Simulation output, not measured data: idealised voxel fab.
Module name: voxel tone inversion (process module)
Xsec cut, 200 nm wide, square cell size 5 nm.
The cross-sections in this document take the form of a grid made of square cells. They are written out as bands, in order from top to bottom. Each band consists of one or more rows of cells. Band: top height; bottom height; in nm. Then, left to right: material with width in nm, for each material. "throughout": a single material spanning edge to edge. "empty": empty space. Height is counted from the level 0, under which the received wafer is composed throughout of one material. The lowest of the bands is not closed at the bottom but continues downward, in the notation "from 0 down". Top row gets the first number, bottom row gets the second, and each row in between changes by the same step: that is how a band width like "30..40" works. Step marked "nothing changed"? Then no cell in the cross-section changed in it. Under "Closed voids list" you'll find the enclosed gaps, the ones with no way out to the top, that are 8 cells or bigger; each reads width x height at distance, with distance counted from the left edge, everything in nm. Post-settings text on a step line: simulator's own remark regarding the step. A step line may carry the setting "overlay nm", which, for steps involving a mask, states the distance by which the mask lay to the right of its intended position; negative values denote displacement to the left.

-- Below is the list of planned process steps
1) RECEIVE: material Si
2) CONFORMAL_DEP: material SiCN, thk nm 5
3) DIRECTIONAL_DEP: material aC, thk nm 25
4) PATTERN: tone cover, mask id POSTS, material resist, width nm 20, pitch nm 35, thk nm 35, overlay nm 0
5) DIRECTIONAL_ETCH: etch materials aC, depth nm 25
6) STRIP: etch materials resist
7) FILL_DEP: material SiO2, thk nm 10
8) CMP: height nm 30
9) STRIP: etch materials aC
10) CONFORMAL_DEP: material TiN, thk nm 5
11) FILL_DEP: material Cu, thk nm 10
12) CMP: height nm 30
13) CONFORMAL_DEP: material SiCN, thk nm 5

-- Shown in cross-section is the wafer as received, that is, as it stands after step 1
	from 0 down  Si throughout
	Closed voids list: none

-- The first of the two wafers as seen in cross-section once the module was finished; processing followed the plan
	from 35 to 30  SiCN throughout
	from 30 to 10  SiO2 (70), then TiN (5), then Cu (10), then TiN (5), then SiO2 (15), then TiN (5), then Cu (10), then TiN (5), then SiO2 (75)
	from 10 to 5  SiO2 (70), then TiN (20), then SiO2 (15), then TiN (20), then SiO2 (75)
	from 5 to 0  SiCN throughout
	from 0 down  Si throughout
	Closed voids list: none

-- Presented here is a cross-section of the second of the two wafers as it stood at the end of the module. It was started in the same manner and assigned the same plan as the first wafer; however, one mistake was made in its execution
	from 35 to 30  SiCN throughout
	from 30 to 10  SiO2 (75), then TiN (5), then Cu (5), then TiN (5), then SiO2 (20), then TiN (5), then Cu (5), then TiN (5), then SiO2 (75)
	from 10 to 5  SiO2 (75), then TiN (15), then SiO2 (20), then TiN (15), then SiO2 (75)
	from 5 to 0  SiCN throughout
	from 0 down  Si throughout
	Closed voids list: none
In executing the process, a mistake was made relative to the plan: contrary to plan, step 4 was performed as PATTERN: tone cover, mask id POSTS, material resist, width nm 15, pitch nm 35, thk nm 35, overlay nm 0
The final cell counts differ between the wafers, with the second having more or fewer of some materials than the first: Cu -8 | SiO2 +10 | TiN -2
